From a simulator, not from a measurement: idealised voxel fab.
Herein follows the process module entitled voxel self aligned vias.
For reference, the cross-section in this document is cut, with width 290 nm and square cells of 5 nm.
Each cross-section below is a grid of square cells, stated as bands in top-down order, with one or more rows of cells making up each band. First you get the band's top height and its bottom height, in nm, and then the materials it's made of, left to right, with each width in nm. If you see a single material with "edge to edge", that one covers the band edge to edge. "blank" is empty space. Below 0: as-received wafer, all one material; heights counted from there. Lowest band: no bottom, goes on down, written "0 -> down". The width entry "30->40" should be interpreted row by row: the top row of cells in the band takes the first number, the bottom row takes the second number, and the change between adjacent rows is uniform throughout. "remained unchanged" -> step changed no cross-section cell. "Sealed voids" enumerates empty spaces isolated from the top, with no open way to it, that contain at least 8 cells, giving each as width x height at distance from the left edge, all three in nm. On each step's line, the part that comes after the settings is the simulator's own comment on the step. A step's line can hold "overlay nm"; with a mask on that step, the setting says how far right of the planned place the mask lay, while a negative setting says it lay to the left.

[Planned step list for the process]
| 1 | RECEIVE: material Si |
| 2 | CONFORMAL_DEP: material SiO2, thk nm 15 |
| 3 | CONFORMAL_DEP: material SiCN, thk nm 5 |
| 4 | DIRECTIONAL_DEP: material SiO2, thk nm 20 |
| 5 | PATTERN: tone open, mask id LINES, material resist, width nm 30, pitch nm 70, thk nm 15, overlay nm 0 |
| 6 | DIRECTIONAL_ETCH: etch materials SiO2, depth nm 20 |
| 7 | STRIP: etch materials resist |
| 8 | CONFORMAL_DEP: material TiN, thk nm 5 |
| 9 | FILL_DEP: material W, thk nm 5 |
| 10 | CMP: height nm 40 |
| 11 | SELECTIVE_ETCH: etch materials W Ru TiN, depth nm 5 |
| 12 | FILL_DEP: material SiN, thk nm 5 |
| 13 | CMP: height nm 40 |
| 14 | DIRECTIONAL_DEP: material SiO2, thk nm 20 |
| 15 | MASKED_ETCH: tone open, mask id VIAS, width nm 40, pitch nm 70, etch materials SiO2, depth nm 20, overlay nm 0 |
| 16 | MASKED_ETCH: tone open, mask id VIAS, width nm 40, pitch nm 70, etch materials SiN, depth nm 5, overlay nm 0 |
| 17 | CONFORMAL_DEP: material TiN, thk nm 5 |
| 18 | FILL_DEP: material Cu, thk nm 5 |
| 19 | CMP: height nm 60 |
| 20 | CONFORMAL_DEP: material SiN, thk nm 5 |

[Wafer, first of two, run as planned]

[Shown in cross-section is the wafer as received, that is, as it stands after step 1]
    0 -> down = Si edge to edge
    Sealed voids: none

[Wafer xsec, post step 2]
    15 -> 0 = SiO2 edge to edge
    Everything below 0 is unchanged.

[Wafer xsec, post step 3]
    20 -> 15 = SiCN edge to edge
    Everything below 15 is unchanged.

[Wafer xsec, post step 4]
    40 -> 20 = SiO2 edge to edge
    Everything below 20 is unchanged.

[Wafer xsec, post step 5]
    55 -> 40 = resist=60; blank=30; resist=40; blank=30; resist=40; blank=30; resist=60
    Everything below 40 is unchanged.

[Wafer xsec, post step 6]
    55 -> 40 = resist=60; blank=30; resist=40; blank=30; resist=40; blank=30; resist=60
    40 -> 20 = SiO2=60; blank=30; SiO2=40; blank=30; SiO2=40; blank=30; SiO2=60
    Everything below 20 is unchanged.

[Wafer xsec, post step 7]
    40 -> 20 = SiO2=60; blank=30; SiO2=40; blank=30; SiO2=40; blank=30; SiO2=60
    Everything below 20 is unchanged.

[Wafer xsec, post step 8]
    45 -> 40 = TiN=65; blank=20; TiN=50; blank=20; TiN=50; blank=20; TiN=65
    40 -> 25 = SiO2=60; TiN=5; blank=20; TiN=5; SiO2=40; TiN=5; blank=20; TiN=5; SiO2=40; TiN=5; blank=20; TiN=5; SiO2=60
    25 -> 20 = SiO2=60; TiN=30; SiO2=40; TiN=30; SiO2=40; TiN=30; SiO2=60
    Everything below 20 is unchanged.

[Wafer xsec, post step 9]
    50 -> 45 = W edge to edge
    45 -> 40 = TiN=65; W=20; TiN=50; W=20; TiN=50; W=20; TiN=65
    40 -> 25 = SiO2=60; TiN=5; W=20; TiN=5; SiO2=40; TiN=5; W=20; TiN=5; SiO2=40; TiN=5; W=20; TiN=5; SiO2=60
    Everything below 25 is unchanged.

[Wafer xsec, post step 10]
    40 -> 25 = SiO2=60; TiN=5; W=20; TiN=5; SiO2=40; TiN=5; W=20; TiN=5; SiO2=40; TiN=5; W=20; TiN=5; SiO2=60
    Everything below 25 is unchanged.

[Wafer xsec, post step 11]
    40 -> 35 = SiO2=60; blank=30; SiO2=40; blank=30; SiO2=40; blank=30; SiO2=60
    Everything below 35 is unchanged.

[Wafer xsec, post step 12]
    45 -> 40 = SiN edge to edge
    40 -> 35 = SiO2=60; SiN=30; SiO2=40; SiN=30; SiO2=40; SiN=30; SiO2=60
    Everything below 35 is unchanged.

[Wafer xsec, post step 13]
    40 -> 35 = SiO2=60; SiN=30; SiO2=40; SiN=30; SiO2=40; SiN=30; SiO2=60
    Everything below 35 is unchanged.

[Wafer xsec, post step 14]
    60 -> 40 = SiO2 edge to edge
    Everything below 40 is unchanged.

[Wafer xsec, post step 15]
    60 -> 40 = SiO2=55; blank=40; SiO2=30; blank=40; SiO2=30; blank=40; SiO2=55
    Everything below 40 is unchanged.

[Wafer xsec, post step 16]
    60 -> 40 = SiO2=55; blank=40; SiO2=30; blank=40; SiO2=30; blank=40; SiO2=55
    40 -> 35 = SiO2=60; blank=30; SiO2=40; blank=30; SiO2=40; blank=30; SiO2=60
    Everything below 35 is unchanged.

[Wafer xsec, post step 17]
    65 -> 60 = TiN=60; blank=30; TiN=40; blank=30; TiN=40; blank=30; TiN=60
    60 -> 45 = SiO2=55; TiN=5; blank=30; TiN=5; SiO2=30; TiN=5; blank=30; TiN=5; SiO2=30; TiN=5; blank=30; TiN=5; SiO2=55
    45 -> 40 = SiO2=55; TiN=10; blank=20; TiN=10; SiO2=30; TiN=10; blank=20; TiN=10; SiO2=30; TiN=10; blank=20; TiN=10; SiO2=55
    40 -> 35 = SiO2=60; TiN=30; SiO2=40; TiN=30; SiO2=40; TiN=30; SiO2=60
    Everything below 35 is unchanged.

[Wafer xsec, post step 18]
    70 -> 65 = Cu edge to edge
    65 -> 60 = TiN=60; Cu=30; TiN=40; Cu=30; TiN=40; Cu=30; TiN=60
    60 -> 45 = SiO2=55; TiN=5; Cu=30; TiN=5; SiO2=30; TiN=5; Cu=30; TiN=5; SiO2=30; TiN=5; Cu=30; TiN=5; SiO2=55
    45 -> 40 = SiO2=55; TiN=10; Cu=20; TiN=10; SiO2=30; TiN=10; Cu=20; TiN=10; SiO2=30; TiN=10; Cu=20; TiN=10; SiO2=55
    Everything below 40 is unchanged.

[Wafer xsec, post step 19]
    60 -> 45 = SiO2=55; TiN=5; Cu=30; TiN=5; SiO2=30; TiN=5; Cu=30; TiN=5; SiO2=30; TiN=5; Cu=30; TiN=5; SiO2=55
    Everything below 45 is unchanged.

[Wafer xsec, post step 20]
    65 -> 60 = SiN edge to edge
    Everything below 60 is unchanged.

[second wafer: like start, like plan, one mistake. Through step 18 it matches the first wafer]

[Second wafer, section view, time point: scheduled end of step 19]
    55 -> 45 = SiO2=55; TiN=5; Cu=30; TiN=5; SiO2=30; TiN=5; Cu=30; TiN=5; SiO2=30; TiN=5; Cu=30; TiN=5; SiO2=55
    Everything below 45 is unchanged.

[Second wafer, section view, time point: scheduled end of step 20]
    60 -> 55 = SiN edge to edge
    Everything below 55 is unchanged.
Run error: heads up, step 19 didn't go per plan, it actually ran as CMP: height nm 55
Upon completion, the second wafer contains, in terms of cells, a greater or smaller amount of certain materials than the first wafer: Cu: 18 fewer; SiO2: 34 fewer; TiN: 6 fewer
